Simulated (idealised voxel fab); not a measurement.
The process module that follows is named voxel gate over fins.
Cross-sectional view cut (width: 165 nm; square cell size: 5 nm).
Just so we're on the same page, the cross-sections are grids of square cells, and they're listed out in bands top to bottom, each band one or more rows deep. First you get the band's top height and its bottom height, in nm, and then the materials it's made of, left to right, with each width in nm. If you see a single material with "edge to edge", that one covers the band edge to edge. "blank" is empty space. Height 0 is the level under which the wafer as received is all one material. The lowest band goes on downwards, as in "from 0 down". Read "30->40" as a graded width: first number on top, second number at the bottom, same change between each pair of neighbouring rows. "changes: none" -> step changed no cross-section cell. Closed-off voids of 8+ cells (no open route to the top) go in "Enclosed void inventory", written width x height at distance from the left edge, in nm. What comes after the settings on a step's line is commentary from the simulator itself on that step. Among the settings permitted on a step's line is "overlay nm"; applied to a step with a mask, it specifies the extent to which the mask lay to the right of its planned position, whereas a negative figure signifies a position to the left.
## Listed below are the process steps as planned
1 RECEIVE [material Si]
2 CONFORMAL_DEP [material SiN] [thk nm 5]
3 PATTERN [tone cover] [mask id FINS] [material resist] [width nm 15] [pitch nm 60] [thk nm 20] [overlay nm 0]
4 DIRECTIONAL_ETCH [etch materials SiN] [depth nm 5]
5 DIRECTIONAL_ETCH [etch materials Si] [depth nm 30]
6 STRIP [etch materials resist]
7 OXIDIZE [depth nm 5]
8 FILL_DEP [material SiO2] [thk nm 5]
9 CMP [height nm 5]
10 MASKED_ETCH [tone open] [mask id RAIL] [width nm 15] [etch materials SiO2] [depth nm 30] [overlay nm 0]
11 CONFORMAL_DEP [material TiN] [thk nm 5]
12 FILL_DEP [material W] [thk nm 10]
13 CMP [height nm 5]
14 SELECTIVE_ETCH [etch materials W Ru TiN] [depth nm 25]
15 FILL_DEP [material SiO2] [thk nm 5]
16 CMP [height nm 5]
17 SELECTIVE_ETCH [etch materials SiO2] [depth nm 20]
18 STRIP [etch materials SiN]
19 CONFORMAL_DEP [material HfO2] [thk nm 5]
20 CONFORMAL_DEP [material TiN] [thk nm 5]
21 FILL_DEP [material W] [thk nm 15]
22 CMP [height nm 20]
23 CONFORMAL_DEP [material SiN] [thk nm 10]
## Cross-section of the incoming wafer, state after step 1
	from 0 down | Si edge to edge
	Enclosed void inventory: none
## Same starting wafer, same plan as above, one mistake in the execution; this is the cross-section at the end of the module
	from 25 to 15 | SiN edge to edge
	from 15 to 10 | W edge to edge
	from 10 to 5 | W 10 nm  TiN 25 nm  W 35 nm  TiN 25 nm  W 35 nm  TiN 25 nm  W 10 nm
	from 5 to 0 | W 10 nm  TiN 5 nm  HfO2 15 nm  TiN 5 nm  W 35 nm  TiN 5 nm  HfO2 15 nm  TiN 5 nm  W 35 nm  TiN 5 nm  HfO2 15 nm  TiN 5 nm  W 10 nm
	from 0 to -5 | W 10 nm  TiN 5 nm  HfO2 5 nm  Si 5 nm  HfO2 5 nm  TiN 5 nm  W 35 nm  TiN 5 nm  HfO2 5 nm  Si 5 nm  HfO2 5 nm  TiN 5 nm  W 35 nm  TiN 5 nm  HfO2 5 nm  Si 5 nm  HfO2 5 nm  TiN 5 nm  W 10 nm
	from -5 to -10 | TiN 15 nm  HfO2 5 nm  Si 5 nm  HfO2 5 nm  TiN 45 nm  HfO2 5 nm  Si 5 nm  HfO2 5 nm  TiN 45 nm  HfO2 5 nm  Si 5 nm  HfO2 5 nm  TiN 15 nm
	from -10 to -15 | HfO2 20 nm  Si 5 nm  HfO2 55 nm  Si 5 nm  HfO2 55 nm  Si 5 nm  HfO2 20 nm
	from -15 to -20 | SiO2 20 nm  Si 5 nm  SiO2 55 nm  Si 5 nm  SiO2 55 nm  Si 5 nm  SiO2 20 nm
	from -20 to -25 | SiO2 20 nm  Si 5 nm  SiO2 20 nm  TiN 15 nm  SiO2 20 nm  Si 5 nm  SiO2 55 nm  Si 5 nm  SiO2 20 nm
	from -25 to -35 | SiO2 20 nm  Si 5 nm  SiO2 55 nm  Si 5 nm  SiO2 55 nm  Si 5 nm  SiO2 20 nm
	from -35 down | Si edge to edge
	Enclosed void inventory: none
The mistake made against the process plan was this: step 22 was not run as planned; what actually ran was CMP [height nm 15]
